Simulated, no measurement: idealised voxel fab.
Proc. module: voxel wiring stack
Pictured: cross-section cut, 170 nm wide, on a grid of 5 nm square cells.
Cross-section format: a grid of square cells, given as bands from top to bottom; each band is one or more rows of cells.
Top height, bottom height, nm. Materials left to right, width each, nm. Single material + "all across" = fills band edge to edge. "blank" = empty.
The reference from which all heights are counted is 0, the level beneath which the as-received wafer is entirely one material; the lowest band, having no lower bound, proceeds downward and is written after the example "0..down".
It should be noted that a width expressed as "30 to 40" varies in equal increments from row to row of cells within the band, taking the value of the first number at the top row and that of the second number at the bottom row.
"no modification" after a step means that no cell of the cross-section changed.
The label "Sealed void inventory" introduces a list of the empty spaces, 8 cells or larger, that have no open way up to the top; each entry in it reads width x height at distance, where the distance is taken from the left edge and all three are stated in nm.
Read whatever lies past the settings on a step's line as the simulator's own remark about the step.
Regarding "overlay nm": on a step with a mask, it is the distance the mask lay to the right of its planned place; a negative value places it to the left.
## This section lists the process steps that were planned
step 1: RECEIVE: material Si
step 2: CONFORMAL_DEP: material SiO2, thk nm 15
step 3: DIRECTIONAL_DEP: material TiN, thk nm 5
step 4: DIRECTIONAL_DEP: material Ru, thk nm 15
step 5: PATTERN: tone cover, mask id METAL_1, material resist, width nm 25, pitch nm 40, thk nm 15, overlay nm 0
step 6: DIRECTIONAL_ETCH: etch materials Ru, depth nm 15
step 7: DIRECTIONAL_ETCH: etch materials TiN, depth nm 5
step 8: STRIP: etch materials resist
step 9: CONFORMAL_DEP: material SiCN, thk nm 5
step 10: FILL_DEP: material lowk, thk nm 10
step 11: CMP: height nm 35
step 12: CONFORMAL_DEP: material SiCN, thk nm 5
step 13: DIRECTIONAL_DEP: material lowk, thk nm 10
step 14: PATTERN: tone open, mask id PLUG_1, material resist, width nm 15, thk nm 20, overlay nm 0
step 15: DIRECTIONAL_ETCH: etch materials lowk, depth nm 10
step 16: DIRECTIONAL_ETCH: etch materials SiCN, depth nm 5
step 17: STRIP: etch materials resist
step 18: CONFORMAL_DEP: material TiN, thk nm 5
step 19: FILL_DEP: material W, thk nm 10
step 20: CMP: height nm 50
step 21: DIRECTIONAL_DEP: material TiN, thk nm 5
step 22: DIRECTIONAL_DEP: material Ru, thk nm 25
step 23: DIRECTIONAL_DEP: material aC, thk nm 15
step 24: PATTERN: tone cover, mask id METAL_2, material resist, width nm 25, pitch nm 40, thk nm 30, overlay nm 0
step 25: DIRECTIONAL_ETCH: etch materials aC, depth nm 15
step 26: STRIP: etch materials resist
step 27: DIRECTIONAL_ETCH: etch materials Ru, depth nm 25
step 28: DIRECTIONAL_ETCH: etch materials TiN, depth nm 5
step 29: STRIP: etch materials aC
step 30: FILL_DEP: material lowk, thk nm 5
step 31: CMP: height nm 80
step 32: CONFORMAL_DEP: material SiCN, thk nm 5
step 33: DIRECTIONAL_DEP: material SiO2, thk nm 25
step 34: PATTERN: tone open, mask id METAL_3_HOLES, material resist, width nm 15, thk nm 15, overlay nm 0
step 35: DIRECTIONAL_ETCH: etch materials SiO2, depth nm 25
step 36: STRIP: etch materials resist
step 37: PATTERN: tone open, mask id METAL_3, material resist, width nm 25, pitch nm 40, thk nm 15, overlay nm 0
step 38: DIRECTIONAL_ETCH: etch materials SiO2, depth nm 15
step 39: DIRECTIONAL_ETCH: etch materials SiCN, depth nm 5
step 40: STRIP: etch materials resist
step 41: CONFORMAL_DEP: material TiN, thk nm 5
step 42: FILL_DEP: material Cu, thk nm 10
step 43: CMP: height nm 110
step 44: CONFORMAL_DEP: material SiN, thk nm 5
## Step 1 complete: cross-section of the wafer as received
> 0..down  Si all across
> Sealed void inventory: none
## What the wafer looks like in cross-section after this module, when it starts as shown above and follows the plan above but one mistake is made in running it
> 115..110  SiN all across
> 110..100  SiO2 50 nm | TiN 5 nm | Cu 15 nm | TiN 5 nm | SiO2 15 nm | TiN 5 nm | Cu 15 nm | TiN 5 nm | SiO2 55 nm
> 100..95  SiO2 50 nm | TiN 5 nm | Cu 5 nm | TiN 15 nm | SiO2 15 nm | TiN 25 nm | SiO2 55 nm
> 95..90  SiO2 50 nm | TiN 5 nm | Cu 5 nm | TiN 5 nm | SiO2 105 nm
> 90..85  SiO2 50 nm | TiN 15 nm | SiO2 105 nm
> 85..80  aC all across
> 80..55  lowk 50 nm | Ru 25 nm | lowk 15 nm | Ru 25 nm | lowk 55 nm
> 55..50  lowk 50 nm | TiN 25 nm | lowk 15 nm | TiN 25 nm | lowk 55 nm
> 50..40  lowk 50 nm | TiN 5 nm | W 5 nm | TiN 5 nm | lowk 105 nm
> 40..35  SiCN 50 nm | TiN 15 nm | SiCN 105 nm
> 35..20  lowk 45 nm | SiCN 5 nm | Ru 25 nm | SiCN 5 nm | lowk 5 nm | SiCN 5 nm | Ru 25 nm | SiCN 5 nm | lowk 50 nm
> 20..15  SiCN 50 nm | TiN 25 nm | SiCN 15 nm | TiN 25 nm | SiCN 55 nm
> 15..0  SiO2 all across
> 0..down  Si all across
> Sealed void inventory: none
Deviation from plan: in deviation from the planned setting, step 32 was conducted as CONFORMAL_DEP: material aC, thk nm 5
